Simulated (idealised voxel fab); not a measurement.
process module | voxel capacitor over wiring
cross-section cut | 235 nm wide | cells 5 nm
A cross-section is a grid of square cells, given in bands from the top down. A band is one or more rows of cells.
Each band's line starts with the height of the band's top and of its bottom, in nm. Then come its materials from left to right, each with its width in nm. One material with "throughout" fills the band from edge to edge. "air" is empty space.
Height 0 is the level under which the wafer as received is all one material. The lowest band goes on downwards, as in "0 down".
A width such as "30 to 40" changes by the same amount from each row of cells to the next, from the band's top row to its bottom row.
"no change" after a step means that no cell of the cross-section changed.
closed voids: empty space of 8 cells or more with no open way to the top, each as width x height at its distance from the left edge, in nm
after a step's settings: what the simulator itself notes on the step
overlay nm, on a step with a mask: how far to the right of its planned place the mask lay; to the left if negative
Each pair below shows a cross-section before one step and the cross-section after it, down to the lowest band that changed. The line under each pair gives the step between them, with its settings. The pairs can come from different runs of this module on the same starting wafer, so a pair continues from the pair above only where its "before" says so.
before
  100 to 90: Cu throughout
  90 to 85: TiN 90 | Cu 5 | TiN 140
  85 to 80: SiO2 85 | TiN 5 | Cu 5 | TiN 5 | SiO2 135
  80 to 70: SiO2 85 to 75 | TiN 15 to 55 | SiO2 135 to 105
  70 to 65: SiO2 75 | Al2O3 55 | SiO2 105
  65 to 55: SiO2 70 | TiN 65 | SiO2 100
  55 to 45: lowk 75 | TiN 5 | Cu 5 | TiN 5 | lowk 145
  45 to 40: SiCN 75 | TiN 15 | SiCN 145
  40 to 35: lowk throughout
  35 to 30: lowk 55 | SiCN 40 | lowk 40 | SiCN 40 | lowk 60
  30 to 15: lowk 55 | SiCN 5 | Ru 30 | SiCN 5 | lowk 40 | SiCN 5 | Ru 30 | SiCN 5 | lowk 60
  15 to 10: SiCN 60 | TiN 30 | SiCN 50 | TiN 30 | SiCN 65
  10 to 0: SiO2 throughout
  0 down: Si throughout
  closed voids: none
after
  85 to 80: SiO2 85 | TiN 5 | Cu 5 | TiN 5 | SiO2 135
  below 80: unchanged
  closed voids: none
the step between: op CMP | height nm 85
before: the cross-section after the pair above
after
  90 to 85: SiN throughout
  below 85: unchanged
  closed voids: none
the step between: op CONFORMAL_DEP | material SiN | thk nm 5
before
  55 to 45: lowk throughout
  45 to 40: SiCN throughout
  40 to 15: lowk 55 | SiCN 5 | Ru 30 | SiCN 5 | lowk 40 | SiCN 5 | Ru 30 | SiCN 5 | lowk 60
  15 to 10: SiCN 60 | TiN 30 | SiCN 50 | TiN 30 | SiCN 65
  10 to 0: SiO2 throughout
  0 down: Si throughout
  closed voids: none
after
  55 to 45: lowk 70 | air 25 | lowk 140
  below 45: unchanged
  closed voids: none
the step between: op MASKED_ETCH | tone open | mask id PLUG_1 | width nm 25 | etch materials lowk | depth nm 10 | overlay nm 0
before: the cross-section after the pair above
after
  55 to 45: lowk 70 | air 25 | lowk 140
  45 to 40: SiCN 75 | air 15 | SiCN 145
  below 40: unchanged
  closed voids: none
the step between: op MASKED_ETCH | tone open | mask id PLUG_1 | width nm 15 | etch materials SiCN | depth nm 5 | overlay nm 0
before: the cross-section after the pair above
after
  60 to 55: TiN 75 | air 15 | TiN 145
  55 to 45: lowk 70 | TiN 5 to 10 | air 15 to 5 | TiN 5 to 10 | lowk 140
  45 to 40: SiCN 75 | TiN 15 | SiCN 145
  below 40: unchanged
  closed voids: none
the step between: op CONFORMAL_DEP | material TiN | thk nm 5
before: the cross-section after the pair above
after
  70 to 60: Cu throughout
  60 to 55: TiN 75 | Cu 15 | TiN 145
  55 to 45: lowk 70 | TiN 5 to 10 | Cu 15 to 5 | TiN 5 to 10 | lowk 140
  below 45: unchanged
  closed voids: none
the step between: op FILL_DEP | material Cu | thk nm 10
before: the cross-section after the pair above
after
  55 to 45: lowk 70 | TiN 5 to 10 | Cu 15 to 5 | TiN 5 to 10 | lowk 140
  below 45: unchanged
  closed voids: none
the step between: op CMP | height nm 55
before: the cross-section after the pair above
after
  65 to 55: TiN throughout
  below 55: unchanged
  closed voids: none
the step between: op DIRECTIONAL_DEP | material TiN | thk nm 10
before: the cross-section after the pair above
after
  70 to 65: Al2O3 throughout
  below 65: unchanged
  closed voids: none
the step between: op DIRECTIONAL_DEP | material Al2O3 | thk nm 5
before: the cross-section after the pair above
after
  75 to 70: TiN throughout
  below 70: unchanged
  closed voids: none
the step between: op DIRECTIONAL_DEP | material TiN | thk nm 5
before: the cross-section after the pair above
after
  90 to 75: air 75 | resist 55 | air 105
  below 75: unchanged
  closed voids: none
the step between: op PATTERN | tone cover | mask id UPPER_PLATE | material resist | width nm 55 | thk nm 15 | overlay nm 0
before: the cross-section after the pair above
after
  90 to 75: air 75 | resist 55 | air 105
  75 to 70: air 75 | TiN 55 | air 105
  below 70: unchanged
  closed voids: none
the step between: op DIRECTIONAL_ETCH | etch materials TiN | depth nm 5
before: the cross-section after the pair above
after
  90 to 75: air 75 | resist 55 | air 105
  75 to 70: air 75 | TiN 55 | air 105
  70 to 65: air 75 | Al2O3 55 | air 105
  below 65: unchanged
  closed voids: none
the step between: op DIRECTIONAL_ETCH | etch materials Al2O3 | depth nm 5
before: the cross-section after the pair above
after
  75 to 70: air 75 | TiN 55 | air 105
  below 70: unchanged
  closed voids: none
the step between: op STRIP | etch materials resist
before: the cross-section after the pair above
after
  75 to 70: air 75 | TiN 55 | air 105
  70 to 65: air 75 | Al2O3 55 | air 105
  65 to 55: air 70 | TiN 65 | air 100
  below 55: unchanged
  closed voids: none
the step between: op MASKED_ETCH | tone cover | mask id LOWER_PLATE | width nm 65 | etch materials TiN | depth nm 10 | overlay nm 0
before: the cross-section after the pair above
after
  90 to 75: SiO2 throughout
  75 to 70: SiO2 75 | TiN 55 | SiO2 105
  70 to 65: SiO2 75 | Al2O3 55 | SiO2 105
  65 to 55: SiO2 70 | TiN 65 | SiO2 100
  below 55: unchanged
  closed voids: none
the step between: op FILL_DEP | material SiO2 | thk nm 15
before: the cross-section after the pair above
after
  85 to 75: SiO2 throughout
  below 75: unchanged
  closed voids: none
the step between: op CMP | height nm 85
before: the cross-section after the pair above
after
  105 to 85: resist 85 | air 15 | resist 135
  below 85: unchanged
  closed voids: none
the step between: op PATTERN | tone open | mask id PLUG_2 | material resist | width nm 15 | thk nm 20 | overlay nm 0
before: the cross-section after the pair above
after
  105 to 85: resist 85 | air 15 | resist 135
  85 to 75: SiO2 85 | air 15 | SiO2 135
  below 75: unchanged
  closed voids: none
the step between: op DIRECTIONAL_ETCH | etch materials SiO2 | depth nm 10
before: the cross-section after the pair above
after
  85 to 75: SiO2 85 | air 15 | SiO2 135
  below 75: unchanged
  closed voids: none
the step between: op STRIP | etch materials resist
before: the cross-section after the pair above
after
  90 to 85: TiN 90 | air 5 | TiN 140
  85 to 80: SiO2 85 | TiN 5 | air 5 | TiN 5 | SiO2 135
  80 to 70: SiO2 85 to 75 | TiN 15 to 55 | SiO2 135 to 105
  below 70: unchanged
  closed voids: none
the step between: op CONFORMAL_DEP | material TiN | thk nm 5
before: the cross-section after the pair above
after
  100 to 90: Cu throughout
  90 to 85: TiN 90 | Cu 5 | TiN 140
  85 to 80: SiO2 85 | TiN 5 | Cu 5 | TiN 5 | SiO2 135
  below 80: unchanged
  closed voids: none
the step between: op FILL_DEP | material Cu | thk nm 10
before: the cross-section after the pair above
after
  85 to 80: SiO2 85 | TiN 5 | Cu 5 | TiN 5 | SiO2 135
  below 80: unchanged
  closed voids: none
the step between: op CMP | height nm 85
before: the cross-section after the pair above
after
  90 to 85: SiN throughout
  below 85: unchanged
  closed voids: none
the step between: op CONFORMAL_DEP | material SiN | thk nm 5
before
  75 to 70: air 75 | TiN 55 | air 105
  70 to 65: air 75 | Al2O3 55 | air 105
  65 to 55: TiN throughout
  55 to 45: lowk 75 | TiN 5 | Cu 5 | TiN 5 | lowk 145
  45 to 40: SiCN 75 | TiN 15 | SiCN 145
  40 to 15: lowk 55 | SiCN 5 | Ru 30 | SiCN 5 | lowk 40 | SiCN 5 | Ru 30 | SiCN 5 | lowk 60
  15 to 10: SiCN 60 | TiN 30 | SiCN 50 | TiN 30 | SiCN 65
  10 to 0: SiO2 throughout
  0 down: Si throughout
  closed voids: none
after
  75 to 70: air 75 | TiN 55 | air 105
  70 to 65: air 75 | Al2O3 55 | air 105
  65 to 55: air 65 | TiN 65 | air 105
  below 55: unchanged
  closed voids: none
the step between: op MASKED_ETCH | tone cover | mask id LOWER_PLATE | width nm 65 | etch materials TiN | depth nm 10 | overlay nm -5
before: the cross-section after the pair above
after
  90 to 75: SiO2 throughout
  75 to 70: SiO2 75 | TiN 55 | SiO2 105
  70 to 65: SiO2 75 | Al2O3 55 | SiO2 105
  65 to 55: SiO2 65 | TiN 65 | SiO2 105
  below 55: unchanged
  closed voids: none
the step between: op FILL_DEP | material SiO2 | thk nm 15
before: the cross-section after the pair above
after
  85 to 75: SiO2 throughout
  below 75: unchanged
  closed voids: none
the step between: op CMP | height nm 85
before: the cross-section after the pair above
after
  105 to 85: resist 85 | air 15 | resist 135
  below 85: unchanged
  closed voids: none
the step between: op PATTERN | tone open | mask id PLUG_2 | material resist | width nm 15 | thk nm 20 | overlay nm 0
before: the cross-section after the pair above
after
  105 to 85: resist 85 | air 15 | resist 135
  85 to 75: SiO2 85 | air 15 | SiO2 135
  below 75: unchanged
  closed voids: none
the step between: op DIRECTIONAL_ETCH | etch materials SiO2 | depth nm 10
before: the cross-section after the pair above
after
  85 to 75: SiO2 85 | air 15 | SiO2 135
  below 75: unchanged
  closed voids: none
the step between: op STRIP | etch materials resist
before: the cross-section after the pair above
after
  90 to 85: TiN 90 | air 5 | TiN 140
  85 to 80: SiO2 85 | TiN 5 | air 5 | TiN 5 | SiO2 135
  80 to 70: SiO2 85 to 75 | TiN 15 to 55 | SiO2 135 to 105
  below 70: unchanged
  closed voids: none
the step between: op CONFORMAL_DEP | material TiN | thk nm 5
before: the cross-section after the pair above
after
  100 to 90: Cu throughout
  90 to 85: TiN 90 | Cu 5 | TiN 140
  85 to 80: SiO2 85 | TiN 5 | Cu 5 | TiN 5 | SiO2 135
  below 80: unchanged
  closed voids: none
the step between: op FILL_DEP | material Cu | thk nm 10
before: the cross-section after the pair above
after
  85 to 80: SiO2 85 | TiN 5 | Cu 5 | TiN 5 | SiO2 135
  below 80: unchanged
  closed voids: none
the step between: op CMP | height nm 85
before: the cross-section after the pair above
after
  90 to 85: SiN throughout
  below 85: unchanged
  closed voids: none
the step between: op CONFORMAL_DEP | material SiN | thk nm 5
before
  45 to 40: SiCN throughout
  40 to 15: lowk 55 | SiCN 5 | Ru 30 | SiCN 5 | lowk 40 | SiCN 5 | Ru 30 | SiCN 5 | lowk 60
  15 to 10: SiCN 60 | TiN 30 | SiCN 50 | TiN 30 | SiCN 65
  10 to 0: SiO2 throughout
  0 down: Si throughout
  closed voids: none
after
  55 to 45: TiN throughout
  below 45: unchanged
  closed voids: none
the step between: op DIRECTIONAL_DEP | material TiN | thk nm 10
before: the cross-section after the pair above
after
  60 to 45: TiN throughout
  below 45: unchanged
  closed voids: none
the step between: op CONFORMAL_DEP | material TiN | thk nm 5
before: the cross-section after the pair above
after
  70 to 60: Cu throughout
  below 60: unchanged
  closed voids: none
the step between: op FILL_DEP | material Cu | thk nm 10
before: the cross-section after the pair above
after
  55 to 45: TiN throughout
  below 45: unchanged
  closed voids: none
the step between: op CMP | height nm 55
before: the cross-section after the pair above
after
  65 to 45: TiN throughout
  below 45: unchanged
  closed voids: none
the step between: op DIRECTIONAL_DEP | material TiN | thk nm 10
before: the cross-section after the pair above
after
  70 to 65: Al2O3 throughout
  below 65: unchanged
  closed voids: none
the step between: op DIRECTIONAL_DEP | material Al2O3 | thk nm 5
before: the cross-section after the pair above
after
  75 to 70: TiN throughout
  below 70: unchanged
  closed voids: none
the step between: op DIRECTIONAL_DEP | material TiN | thk nm 5
before: the cross-section after the pair above
after
  90 to 75: air 75 | resist 55 | air 105
  below 75: unchanged
  closed voids: none
the step between: op PATTERN | tone cover | mask id UPPER_PLATE | material resist | width nm 55 | thk nm 15 | overlay nm 0
before: the cross-section after the pair above
after
  90 to 75: air 75 | resist 55 | air 105
  75 to 70: air 75 | TiN 55 | air 105
  below 70: unchanged
  closed voids: none
the step between: op DIRECTIONAL_ETCH | etch materials TiN | depth nm 5
before: the cross-section after the pair above
after
  90 to 75: air 75 | resist 55 | air 105
  75 to 70: air 75 | TiN 55 | air 105
  70 to 65: air 75 | Al2O3 55 | air 105
  below 65: unchanged
  closed voids: none
the step between: op DIRECTIONAL_ETCH | etch materials Al2O3 | depth nm 5
before: the cross-section after the pair above
after
  75 to 70: air 75 | TiN 55 | air 105
  below 70: unchanged
  closed voids: none
the step between: op STRIP | etch materials resist
before: the cross-section after the pair above
after
  75 to 70: air 75 | TiN 55 | air 105
  70 to 65: air 75 | Al2O3 55 | air 105
  65 to 55: air 70 | TiN 65 | air 100
  below 55: unchanged
  closed voids: none
the step between: op MASKED_ETCH | tone cover | mask id LOWER_PLATE | width nm 65 | etch materials TiN | depth nm 10 | overlay nm 0
before: the cross-section after the pair above
after
  90 to 75: SiO2 throughout
  75 to 70: SiO2 75 | TiN 55 | SiO2 105
  70 to 65: SiO2 75 | Al2O3 55 | SiO2 105
  65 to 55: SiO2 70 | TiN 65 | SiO2 100
  below 55: unchanged
  closed voids: none
the step between: op FILL_DEP | material SiO2 | thk nm 15
before: the cross-section after the pair above
after
  85 to 75: SiO2 throughout
  below 75: unchanged
  closed voids: none
the step between: op CMP | height nm 85
before: the cross-section after the pair above
after
  105 to 85: resist 85 | air 15 | resist 135
  below 85: unchanged
  closed voids: none
the step between: op PATTERN | tone open | mask id PLUG_2 | material resist | width nm 15 | thk nm 20 | overlay nm 0
before: the cross-section after the pair above
after
  105 to 85: resist 85 | air 15 | resist 135
  85 to 75: SiO2 85 | air 15 | SiO2 135
  below 75: unchanged
  closed voids: none
the step between: op DIRECTIONAL_ETCH | etch materials SiO2 | depth nm 10
before: the cross-section after the pair above
after
  85 to 75: SiO2 85 | air 15 | SiO2 135
  below 75: unchanged
  closed voids: none
the step between: op STRIP | etch materials resist
before: the cross-section after the pair above
after
  90 to 85: TiN 90 | air 5 | TiN 140
  85 to 80: SiO2 85 | TiN 5 | air 5 | TiN 5 | SiO2 135
  80 to 70: SiO2 85 to 75 | TiN 15 to 55 | SiO2 135 to 105
  below 70: unchanged
  closed voids: none
the step between: op CONFORMAL_DEP | material TiN | thk nm 5
before: the cross-section after the pair above
after
  100 to 90: Cu throughout
  90 to 85: TiN 90 | Cu 5 | TiN 140
  85 to 80: SiO2 85 | TiN 5 | Cu 5 | TiN 5 | SiO2 135
  below 80: unchanged
  closed voids: none
the step between: op FILL_DEP | material Cu | thk nm 10
before: the cross-section after the pair above
after
  85 to 80: SiO2 85 | TiN 5 | Cu 5 | TiN 5 | SiO2 135
  below 80: unchanged
  closed voids: none
the step between: op CMP | height nm 85
before: the cross-section after the pair above
after
  90 to 85: SiN throughout
  below 85: unchanged
  closed voids: none
the step between: op CONFORMAL_DEP | material SiN | thk nm 5
before
  50 to 40: aC throughout
  40 to 15: Ru throughout
  15 to 10: TiN throughout
  10 to 0: SiO2 throughout
  0 down: Si throughout
  closed voids: none
after
  75 to 50: resist 60 | air 30 | resist 50 | air 30 | resist 65
  below 50: unchanged
  closed voids: none
the step between: op PATTERN | tone open | mask id METAL_1 | material resist | width nm 30 | pitch nm 80 | thk nm 25 | overlay nm 0
before: the cross-section after the pair above
after
  65 to 50: resist 60 | air 30 | resist 50 | air 30 | resist 65
  50 to 40: aC 60 | air 30 | aC 50 | air 30 | aC 65
  below 40: unchanged
  closed voids: none
the step between: op DIRECTIONAL_ETCH | etch materials aC | depth nm 10
before: the cross-section after the pair above
after
  50 to 40: aC 60 | air 30 | aC 50 | air 30 | aC 65
  below 40: unchanged
  closed voids: none
the step between: op STRIP | etch materials resist
before: the cross-section after the pair above
after
  50 to 40: aC 60 | air 30 | aC 50 | air 30 | aC 65
  40 to 15: Ru 60 | air 30 | Ru 50 | air 30 | Ru 65
  below 15: unchanged
  closed voids: none
the step between: op DIRECTIONAL_ETCH | etch materials Ru | depth nm 25
before: the cross-section after the pair above
after
  50 to 40: aC 60 | air 30 | aC 50 | air 30 | aC 65
  40 to 15: Ru 60 | air 30 | Ru 50 | air 30 | Ru 65
  15 to 10: TiN 60 | air 30 | TiN 50 | air 30 | TiN 65
  below 10: unchanged
  closed voids: none
the step between: op DIRECTIONAL_ETCH | etch materials TiN | depth nm 5
before: the cross-section after the pair above
after
  40 to 15: Ru 60 | air 30 | Ru 50 | air 30 | Ru 65
  below 15: unchanged
  closed voids: none
the step between: op STRIP | etch materials aC
before: the cross-section after the pair above
after
  45 to 40: SiCN 65 | air 20 | SiCN 60 | air 20 | SiCN 70
  40 to 15: Ru 60 | SiCN 5 | air 20 | SiCN 5 | Ru 50 | SiCN 5 | air 20 | SiCN 5 | Ru 65
  15 to 10: TiN 60 | SiCN 30 | TiN 50 | SiCN 30 | TiN 65
  below 10: unchanged
  closed voids: none
the step between: op CONFORMAL_DEP | material SiCN | thk nm 5
before: the cross-section after the pair above
after
  55 to 45: lowk throughout
  45 to 40: SiCN 65 | lowk 20 | SiCN 60 | lowk 20 | SiCN 70
  40 to 15: Ru 60 | SiCN 5 | lowk 20 | SiCN 5 | Ru 50 | SiCN 5 | lowk 20 | SiCN 5 | Ru 65
  below 15: unchanged
  closed voids: none
the step between: op FILL_DEP | material lowk | thk nm 10
before: the cross-section after the pair above
after
  40 to 15: Ru 60 | SiCN 5 | lowk 20 | SiCN 5 | Ru 50 | SiCN 5 | lowk 20 | SiCN 5 | Ru 65
  below 15: unchanged
  closed voids: none
the step between: op CMP | height nm 40
before: the cross-section after the pair above
after
  45 to 40: SiCN throughout
  below 40: unchanged
  closed voids: none
the step between: op CONFORMAL_DEP | material SiCN | thk nm 5
before: the cross-section after the pair above
after
  55 to 45: lowk throughout
  below 45: unchanged
  closed voids: none
the step between: op DIRECTIONAL_DEP | material lowk | thk nm 10
before: the cross-section after the pair above
after
  55 to 45: lowk 75 | air 15 | lowk 145
  below 45: unchanged
  closed voids: none
the step between: op MASKED_ETCH | tone open | mask id PLUG_1 | width nm 15 | etch materials lowk | depth nm 10 | overlay nm 0
before: the cross-section after the pair above
after
  55 to 45: lowk 75 | air 15 | lowk 145
  45 to 40: SiCN 75 | air 15 | SiCN 145
  below 40: unchanged
  closed voids: none
the step between: op MASKED_ETCH | tone open | mask id PLUG_1 | width nm 15 | etch materials SiCN | depth nm 5 | overlay nm 0
before: the cross-section after the pair above
after
  60 to 55: TiN 80 | air 5 | TiN 150
  55 to 45: lowk 75 | TiN 5 | air 5 | TiN 5 | lowk 145
  45 to 40: SiCN 75 | TiN 15 | SiCN 145
  below 40: unchanged
  closed voids: none
the step between: op CONFORMAL_DEP | material TiN | thk nm 5
before: the cross-section after the pair above
after
  70 to 60: Cu throughout
  60 to 55: TiN 80 | Cu 5 | TiN 150
  55 to 45: lowk 75 | TiN 5 | Cu 5 | TiN 5 | lowk 145
  below 45: unchanged
  closed voids: none
the step between: op FILL_DEP | material Cu | thk nm 10
before: the cross-section after the pair above
after
  55 to 45: lowk 75 | TiN 5 | Cu 5 | TiN 5 | lowk 145
  below 45: unchanged
  closed voids: none
the step between: op CMP | height nm 55
before: the cross-section after the pair above
after
  65 to 55: TiN throughout
  below 55: unchanged
  closed voids: none
the step between: op DIRECTIONAL_DEP | material TiN | thk nm 10
before: the cross-section after the pair above
after
  70 to 65: Al2O3 throughout
  below 65: unchanged
  closed voids: none
the step between: op DIRECTIONAL_DEP | material Al2O3 | thk nm 5
before: the cross-section after the pair above
after
  75 to 70: TiN throughout
  below 70: unchanged
  closed voids: none
the step between: op DIRECTIONAL_DEP | material TiN | thk nm 5
before: the cross-section after the pair above
after
  90 to 75: air 75 | resist 55 | air 105
  below 75: unchanged
  closed voids: none
the step between: op PATTERN | tone cover | mask id UPPER_PLATE | material resist | width nm 55 | thk nm 15 | overlay nm 0
before: the cross-section after the pair above
after
  90 to 75: air 75 | resist 55 | air 105
  75 to 70: air 75 | TiN 55 | air 105
  below 70: unchanged
  closed voids: none
the step between: op DIRECTIONAL_ETCH | etch materials TiN | depth nm 5
before: the cross-section after the pair above
after
  90 to 75: air 75 | resist 55 | air 105
  75 to 70: air 75 | TiN 55 | air 105
  70 to 65: air 75 | Al2O3 55 | air 105
  below 65: unchanged
  closed voids: none
the step between: op DIRECTIONAL_ETCH | etch materials Al2O3 | depth nm 5
before: the cross-section after the pair above
after
  75 to 70: air 75 | TiN 55 | air 105
  below 70: unchanged
  closed voids: none
the step between: op STRIP | etch materials resist
before: the cross-section after the pair above
after
  75 to 70: air 75 | TiN 55 | air 105
  70 to 65: air 75 | Al2O3 55 | air 105
  65 to 55: air 70 | TiN 65 | air 100
  below 55: unchanged
  closed voids: none
the step between: op MASKED_ETCH | tone cover | mask id LOWER_PLATE | width nm 65 | etch materials TiN | depth nm 10 | overlay nm 0
before: the cross-section after the pair above
after
  90 to 75: SiO2 throughout
  75 to 70: SiO2 75 | TiN 55 | SiO2 105
  70 to 65: SiO2 75 | Al2O3 55 | SiO2 105
  65 to 55: SiO2 70 | TiN 65 | SiO2 100
  below 55: unchanged
  closed voids: none
the step between: op FILL_DEP | material SiO2 | thk nm 15
before: the cross-section after the pair above
after
  85 to 75: SiO2 throughout
  below 75: unchanged
  closed voids: none
the step between: op CMP | height nm 85
before: the cross-section after the pair above
after
  105 to 85: resist 85 | air 15 | resist 135
  below 85: unchanged
  closed voids: none
the step between: op PATTERN | tone open | mask id PLUG_2 | material resist | width nm 15 | thk nm 20 | overlay nm 0
before: the cross-section after the pair above
after
  105 to 85: resist 85 | air 15 | resist 135
  85 to 75: SiO2 85 | air 15 | SiO2 135
  below 75: unchanged
  closed voids: none
the step between: op DIRECTIONAL_ETCH | etch materials SiO2 | depth nm 10
before: the cross-section after the pair above
after
  85 to 75: SiO2 85 | air 15 | SiO2 135
  below 75: unchanged
  closed voids: none
the step between: op STRIP | etch materials resist
before: the cross-section after the pair above
after
  90 to 85: TiN 90 | air 5 | TiN 140
  85 to 80: SiO2 85 | TiN 5 | air 5 | TiN 5 | SiO2 135
  80 to 70: SiO2 85 to 75 | TiN 15 to 55 | SiO2 135 to 105
  below 70: unchanged
  closed voids: none
the step between: op CONFORMAL_DEP | material TiN | thk nm 5
before: the cross-section after the pair above
after
  100 to 90: Cu throughout
  90 to 85: TiN 90 | Cu 5 | TiN 140
  85 to 80: SiO2 85 | TiN 5 | Cu 5 | TiN 5 | SiO2 135
  below 80: unchanged
  closed voids: none
the step between: op FILL_DEP | material Cu | thk nm 10
before: the cross-section after the pair above
after
  85 to 80: SiO2 85 | TiN 5 | Cu 5 | TiN 5 | SiO2 135
  below 80: unchanged
  closed voids: none
the step between: op CMP | height nm 85
before: the cross-section after the pair above
after
  90 to 85: SiN throughout
  below 85: unchanged
  closed voids: none
the step between: op CONFORMAL_DEP | material SiN | thk nm 5
